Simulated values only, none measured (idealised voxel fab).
Name of the process module below: voxel capacitor over wiring
In the cross-section labelled cut, the width is 155 nm and each square cell is 5 nm.
Format of a cross-section: grid, square cells. Given as bands. Order: top down. Band: one or more rows of cells.
In this notation a band is specified by the heights of its top and bottom, in that order and in nm, after which its materials appear from left to right, each paired with its width in nm. The word "all across" attached to a single material means that material fills the band from edge to edge; the word "blank" stands for empty space.
Measure heights from 0. That's the level where, below it, the as-received wafer is all one material. The lowest band is bottomless and extends downward; write it as in "0..down".
Read "30 to 40" as a graded width: first number on top, second number at the bottom, same change between each pair of neighbouring rows.
Step note "nothing was modified" = no cross-section cell changed.
Any empty space of 8 cells or more lacking an open way to the top shows up in "Closed void table" as width x height at distance, distance from the left edge, in nm.
after a step's settings: what the simulator itself notes on the step
overlay nm: for a step with a mask, the amount by which the mask lay right of where it was planned; a negative amount means left of it.

# The following list gives the planned process steps
1. RECEIVE,material Si
2. CONFORMAL_DEP,material SiO2,thk nm 10
3. DIRECTIONAL_DEP,material TiN,thk nm 5
4. DIRECTIONAL_DEP,material Ru,thk nm 20
5. DIRECTIONAL_DEP,material aC,thk nm 10
6. PATTERN,tone cover,mask id METAL_1,material resist,width nm 25,pitch nm 95,thk nm 30,overlay nm 0
7. DIRECTIONAL_ETCH,etch materials aC,depth nm 10
8. STRIP,etch materials resist
9. DIRECTIONAL_ETCH,etch materials Ru,depth nm 20
10. DIRECTIONAL_ETCH,etch materials TiN,depth nm 5
11. STRIP,etch materials aC
12. CONFORMAL_DEP,material SiN,thk nm 5
13. FILL_DEP,material lowk,thk nm 5
14. CMP,height nm 35
15. CONFORMAL_DEP,material SiCN,thk nm 5
16. DIRECTIONAL_DEP,material lowk,thk nm 15
17. PATTERN,tone open,mask id PLUG_1,material resist,width nm 15,thk nm 15,overlay nm 0
18. DIRECTIONAL_ETCH,etch materials lowk,depth nm 15
19. DIRECTIONAL_ETCH,etch materials SiCN,depth nm 5
20. STRIP,etch materials resist
21. EPI,material Ru,thk nm 10
22. EPI,material Ru,thk nm 10
23. DIRECTIONAL_DEP,material TiN,thk nm 5
24. DIRECTIONAL_DEP,material Al2O3,thk nm 5
25. DIRECTIONAL_DEP,material TiN,thk nm 10
26. PATTERN,tone cover,mask id UPPER_PLATE,material resist,width nm 75,thk nm 20,overlay nm 0
27. DIRECTIONAL_ETCH,etch materials TiN,depth nm 10
28. DIRECTIONAL_ETCH,etch materials Al2O3,depth nm 5
29. STRIP,etch materials resist
30. PATTERN,tone cover,mask id LOWER_PLATE,material resist,width nm 85,thk nm 20,overlay nm 0
31. DIRECTIONAL_ETCH,etch materials TiN,depth nm 5
32. STRIP,etch materials resist
33. FILL_DEP,material SiO2,thk nm 15
34. CMP,height nm 85
35. DIRECTIONAL_DEP,material aC,thk nm 10
36. PATTERN,tone open,mask id PLUG_2,material resist,width nm 15,thk nm 25,overlay nm 0
37. DIRECTIONAL_ETCH,etch materials aC,depth nm 10
38. STRIP,etch materials resist
39. DIRECTIONAL_ETCH,etch materials SiO2,depth nm 10
40. STRIP,etch materials aC
41. CONFORMAL_DEP,material TiN,thk nm 5
42. FILL_DEP,material Ru,thk nm 10
43. CMP,height nm 85
44. CONFORMAL_DEP,material SiCN,thk nm 5

# As received (post step 1): cross-section
> 0..down: Si all across
> Closed void table: none

# Cross-sectional view of the first of the two wafers upon completion of the module, processed in accordance with the plan
> 90..85: SiCN all across
> 85..80: 35 SiO2 | 5 TiN | 5 Ru | 5 TiN | 105 SiO2
> 80..75: 35 SiO2 | 15 TiN | 105 SiO2
> 75..65: 25 SiO2 | 75 TiN | 55 SiO2
> 65..60: 25 SiO2 | 75 Al2O3 | 55 SiO2
> 60..55: 20 SiO2 | 85 TiN | 50 SiO2
> 55..40: 25 lowk | 15 Ru | 115 lowk
> 40..35: 25 SiCN | 15 Ru | 115 SiCN
> 35..15: 10 lowk | 5 SiN | 25 Ru | 5 SiN | 60 lowk | 5 SiN | 25 Ru | 5 SiN | 15 lowk
> 15..10: 15 SiN | 25 TiN | 70 SiN | 25 TiN | 20 SiN
> 10..0: SiO2 all across
> 0..down: Si all across
> Closed void table: none

# Cross-sectional view: second of two wafers, end of module; start and plan identical to the first, one mistake in running
> 90..85: SiCN all across
> 85..80: 35 SiO2 | 5 TiN | 5 Ru | 5 TiN | 105 SiO2
> 80..75: 35 SiO2 | 15 TiN | 105 SiO2
> 75..65: 25 SiO2 | 75 TiN | 55 SiO2
> 65..60: 25 SiO2 | 75 Al2O3 | 55 SiO2
> 60..55: 25 SiO2 | 80 TiN | 50 SiO2
> 55..40: 25 lowk | 15 Ru | 115 lowk
> 40..35: 25 SiCN | 15 Ru | 115 SiCN
> 35..15: 10 lowk | 5 SiN | 25 Ru | 5 SiN | 60 lowk | 5 SiN | 25 Ru | 5 SiN | 15 lowk
> 15..10: 15 SiN | 25 TiN | 70 SiN | 25 TiN | 20 SiN
> 10..0: SiO2 all across
> 0..down: Si all across
> Closed void table: none
Processing error: in deviation from the planned setting, step 30 was conducted as PATTERN,tone cover,mask id LOWER_PLATE,material resist,width nm 80,thk nm 20,overlay nm 0
End check, counted in cells, second wafer has more or fewer of these materials than the first: 1 more of SiO2; 1 fewer of TiN
